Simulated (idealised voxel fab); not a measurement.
Process module, titled voxel ribs on slabs
Pictured: cross-section cut, 185 nm wide, on a grid of 5 nm square cells.
The cross-sections in this document take the form of a grid made of square cells. They are written out as bands, in order from top to bottom. Each band consists of one or more rows of cells. What a band's entry tells you: where the top is and where the bottom is, as heights in nm, and after that what lies inside, material by material from left to right, each with its width in nm. Empty space is written as the word "air", and a single material marked with the word "edge to edge" occupies the band from edge to edge. A quick word on heights: they are counted from 0, and under that level the wafer as it came to us is one material throughout. The lowest band is different from the rest in having no bottom; it simply continues downward, written as in "top 0, no bottom". Quick explanation for "30 to 40": the width changes in equal steps down the rows of cells, from the first number in the band's top row to the second number in its bottom row. Given "remains unaltered" for a step, no cell of the cross-section differs between before and after that step. "Enclosed voids" enumerates empty spaces isolated from the top, with no open way to it, that contain at least 8 cells, giving each as width x height at distance from the left edge, all three in nm. after a step's settings: what the simulator itself notes on the step. "overlay nm" answers the question of how far to the right of plan the mask lay on a step that has a mask, and when it is negative the answer is to the left.
# Steps in the process plan
1) RECEIVE | material Si
2) DIRECTIONAL_DEP | material SiO2 | thk nm 30
3) DIRECTIONAL_DEP | material SiN | thk nm 20
4) MASKED_ETCH | tone cover | mask id RIB | width nm 25 | etch materials SiN | depth nm 15 | overlay nm 0
5) MASKED_ETCH | tone cover | mask id SLAB | width nm 75 | etch materials SiN | depth nm 5 | overlay nm 0
6) FILL_DEP | material SiO2 | thk nm 25
7) CMP | height nm 70
8) DIRECTIONAL_DEP | material TiN | thk nm 5
9) PATTERN | tone cover | mask id HEATER | material resist | width nm 35 | thk nm 20 | overlay nm 0
10) DIRECTIONAL_ETCH | etch materials TiN | depth nm 5
11) STRIP | etch materials resist
12) CONFORMAL_DEP | material SiN | thk nm 5
# First wafer, two in total, run as planned
# Shown in cross-section is the wafer as received, that is, as it stands after step 1
	top 0, no bottom | Si edge to edge
	Enclosed voids: none
# Cross-section of the wafer after step 2
	top 30, bottom 0 | SiO2 edge to edge
	All layers under 0 are left as they were.
# Cross-section of the wafer after step 3
	top 50, bottom 30 | SiN edge to edge
	All layers under 30 are left as they were.
# Cross-section of the wafer after step 4
	top 50, bottom 35 | air (80), SiN (25), air (80)
	All layers under 35 are left as they were.
# Cross-section of the wafer after step 5
	top 50, bottom 35 | air (80), SiN (25), air (80)
	top 35, bottom 30 | air (55), SiN (75), air (55)
	All layers under 30 are left as they were.
# Cross-section of the wafer after step 6
	top 75, bottom 50 | SiO2 edge to edge
	top 50, bottom 35 | SiO2 (80), SiN (25), SiO2 (80)
	top 35, bottom 30 | SiO2 (55), SiN (75), SiO2 (55)
	All layers under 30 are left as they were.
# Cross-section of the wafer after step 7
	top 70, bottom 50 | SiO2 edge to edge
	All layers under 50 are left as they were.
# Cross-section of the wafer after step 8
	top 75, bottom 70 | TiN edge to edge
	All layers under 70 are left as they were.
# Cross-section of the wafer after step 9
	top 95, bottom 75 | air (75), resist (35), air (75)
	All layers under 75 are left as they were.
# Cross-section of the wafer after step 10
	top 95, bottom 75 | air (75), resist (35), air (75)
	top 75, bottom 70 | air (75), TiN (35), air (75)
	All layers under 70 are left as they were.
# Cross-section of the wafer after step 11
	top 75, bottom 70 | air (75), TiN (35), air (75)
	All layers under 70 are left as they were.
# Cross-section of the wafer after step 12
	top 80, bottom 75 | air (70), SiN (45), air (70)
	top 75, bottom 70 | SiN (75), TiN (35), SiN (75)
	All layers under 70 are left as they were.
# Now the other wafer: same start, same recipe, but we messed up one thing when running it. Up to and including step 4 it's the same as the first one
# What the second wafer looks like in cross-section when step 5 should have wrapped up
	top 50, bottom 35 | air (80), SiN (25), air (80)
	top 35, bottom 30 | air (60), SiN (70), air (55)
	All layers under 30 are left as they were.
# What the second wafer looks like in cross-section when step 6 should have wrapped up
	top 75, bottom 50 | SiO2 edge to edge
	top 50, bottom 35 | SiO2 (80), SiN (25), SiO2 (80)
	top 35, bottom 30 | SiO2 (60), SiN (70), SiO2 (55)
	All layers under 30 are left as they were.
# What the second wafer looks like in cross-section when step 7 should have wrapped up
	top 70, bottom 50 | SiO2 edge to edge
	All layers under 50 are left as they were.
# What the second wafer looks like in cross-section when step 8 should have wrapped up
	top 75, bottom 70 | TiN edge to edge
	All layers under 70 are left as they were.
# What the second wafer looks like in cross-section when step 9 should have wrapped up
	top 95, bottom 75 | air (75), resist (35), air (75)
	All layers under 75 are left as they were.
# What the second wafer looks like in cross-section when step 10 should have wrapped up
	top 95, bottom 75 | air (75), resist (35), air (75)
	top 75, bottom 70 | air (75), TiN (35), air (75)
	All layers under 70 are left as they were.
# What the second wafer looks like in cross-section when step 11 should have wrapped up
	top 75, bottom 70 | air (75), TiN (35), air (75)
	All layers under 70 are left as they were.
# What the second wafer looks like in cross-section when step 12 should have wrapped up
	top 80, bottom 75 | air (70), SiN (45), air (70)
	top 75, bottom 70 | SiN (75), TiN (35), SiN (75)
	All layers under 70 are left as they were.
What was the processing mistake? in deviation from the planned setting, step 5 was conducted as MASKED_ETCH | tone cover | mask id SLAB | width nm 70 | etch materials SiN | depth nm 5 | overlay nm 0
At the finish, the second wafer shows more or fewer cells for some materials than the first does: SiN -1; SiO2 +1
